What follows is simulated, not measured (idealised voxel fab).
voxel released beams: a process module
Square cells of 5 nm make up the cross-section cut, whose width is 210 nm.
How to read a cross-section here: the picture is a grid of square cells, written as bands going from the top down, and any band can span one or more rows of cells. A band entry consists of two parts. The first gives the height of the band's top and the height of its bottom, in nm. The rest lists the band's materials from left to right, each with its width in nm. A single material labelled with the word "edge to edge" fills the band from edge to edge, and the word "air" marks empty space. Heights are measured from 0, the level below which the as-received wafer is all one material; the lowest band has no bottom and continues downward, written as in "0..down". When a width is written as two numbers, as in "30..40", the first number is the width in the top row of cells of the band and the second is the width in its bottom row, and the width changes by the same amount from each row to the next. No cell of the cross-section changed in a step that is given as "everything unchanged". In "Trapped cavities" the enclosed voids are listed, meaning empty spaces of 8 cells or larger without any opening to the top. The form is width x height at distance, distance from the left edge, units nm. What comes after the settings on a step's line is commentary from the simulator itself on that step. overlay nm, on a step with a mask: how far to the right of its planned place the mask lay; to the left if negative.
Steps in the process plan:
1 RECEIVE with material Si
2 CONFORMAL_DEP with material SiN, thk nm 5
3 DIRECTIONAL_DEP with material SiO2, thk nm 10
4 DIRECTIONAL_DEP with material aC, thk nm 15
5 PATTERN with tone open, mask id ANCHOR, material resist, width nm 25, thk nm 35, overlay nm 0
6 DIRECTIONAL_ETCH with etch materials aC, depth nm 15
7 STRIP with etch materials resist
8 DIRECTIONAL_ETCH with etch materials SiO2, depth nm 10
9 STRIP with etch materials aC
10 CONFORMAL_DEP with material W, thk nm 15
11 DIRECTIONAL_DEP with material aC, thk nm 15
12 PATTERN with tone cover, mask id BEAM, material resist, width nm 120, thk nm 30, overlay nm 0
13 DIRECTIONAL_ETCH with etch materials aC, depth nm 15
14 STRIP with etch materials resist
15 DIRECTIONAL_ETCH with etch materials W, depth nm 15
16 STRIP with etch materials aC
17 STRIP with etch materials SiO2
What sets these wafers apart? The width nm at step 5. They all start alike, and the plan carries the first wafer's value.
Cross-section of the first incoming wafer of several, state after step 1:
0..down: Si edge to edge
Trapped cavities: none
End of module, by wafer: material-by-material cell gain (+) or loss (-) since receipt, then closed voids:
width nm 25; +42 SiN; +82 W; Trapped cavities: none
width nm 30; +42 SiN; +84 W; Trapped cavities: none
width nm 35; +42 SiN; +84 W; Trapped cavities: none
width nm 40; +42 SiN; +84 W; Trapped cavities: none
width nm 45; +42 SiN; +84 W; Trapped cavities: none
width nm 50; +42 SiN; +84 W; Trapped cavities: none
